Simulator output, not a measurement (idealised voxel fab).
Documented hereafter: the process module known as voxel self aligned vias.
The width of the displayed cross-section, cut, is 145 nm; its cells are square, with a size of 5 nm.
Square cells in a grid make up a cross-section in this document, and the grid is given as bands, listed from the top down, each one or more rows of cells.
Top height, bottom height, nm. Materials left to right, width each, nm. Single material + "throughout" = fills band edge to edge. "empty" = empty.
Zero point of the height axis is 0; under it, received wafer = one material. Lowest band: continues down indefinitely, "top 0, no bottom".
The two numbers in a width such as "30 to 40" mark its ends across the band: the first belongs to the top row of cells, the second to the bottom row, and from each row to the next the width moves by the same amount.
You'll sometimes find "remained the same" written for a step, and that's the way of saying that nowhere in the cross-section did a cell change during that step.
"Closed void entries" contains a list of empty spaces, each no smaller than 8 cells and without an open way to the top, written in the form width x height at distance with the distance from the left edge and all three in nm.
Where a step's line continues beyond its settings, the continuation is a remark by the simulator itself on that step.
overlay nm: on a step with a mask, how far right of its planned place the mask lay; negative means left.

**Process steps foreseen in the plan**
1,RECEIVE with material Si
2,CONFORMAL_DEP with material SiO2, thk nm 15
3,CONFORMAL_DEP with material SiCN, thk nm 5
4,DIRECTIONAL_DEP with material SiO2, thk nm 25
5,DIRECTIONAL_DEP with material aC, thk nm 15
6,PATTERN with tone open, mask id LINES, material resist, width nm 30, pitch nm 60, thk nm 35, overlay nm 0
7,DIRECTIONAL_ETCH with etch materials aC, depth nm 15
8,STRIP with etch materials resist
9,DIRECTIONAL_ETCH with etch materials SiO2, depth nm 25
10,STRIP with etch materials aC
11,CONFORMAL_DEP with material TiN, thk nm 5
12,FILL_DEP with material Ru, thk nm 5
13,CMP with height nm 45
14,SELECTIVE_ETCH with etch materials W Ru TiN, depth nm 5
15,FILL_DEP with material SiN, thk nm 5
16,CMP with height nm 45
17,DIRECTIONAL_DEP with material SiO2, thk nm 15
18,MASKED_ETCH with tone open, mask id VIAS, width nm 40, etch materials SiO2, depth nm 15, overlay nm 0
19,MASKED_ETCH with tone open, mask id VIAS, width nm 40, etch materials SiN, depth nm 5, overlay nm 0
20,CONFORMAL_DEP with material TiN, thk nm 5
21,FILL_DEP with material Cu, thk nm 5
22,CMP with height nm 60
23,CONFORMAL_DEP with material SiN, thk nm 5

**Wafer at receipt (post step 1), cross-section**
  top 0, no bottom | Si throughout
  Closed void entries: none

**Look at the cross-section after the module: the wafer started out the way shown above and the plan was the one shown above, yet one mistake was made along the way**
  top 65, bottom 60 | SiN throughout
  top 60, bottom 50 | SiO2=20, TiN=5, Cu=30, TiN=5, SiO2=85
  top 50, bottom 45 | SiO2=20, TiN=40, SiO2=85
  top 45, bottom 40 | SiO2=20, TiN=5, SiN=30, TiN=5, SiO2=25, SiN=30, SiO2=30
  top 40, bottom 25 | SiO2=25, TiN=5, Ru=20, TiN=5, SiO2=30, TiN=5, Ru=20, TiN=5, SiO2=30
  top 25, bottom 20 | SiO2=25, TiN=30, SiO2=30, TiN=30, SiO2=30
  top 20, bottom 15 | SiCN throughout
  top 15, bottom 0 | SiO2 throughout
  top 0, no bottom | Si throughout
  Closed void entries: none
Finding, execution versus plan: contrary to plan, step 19 was performed as MASKED_ETCH with tone open, mask id VIAS, width nm 40, etch materials SiO2, depth nm 5, overlay nm 0
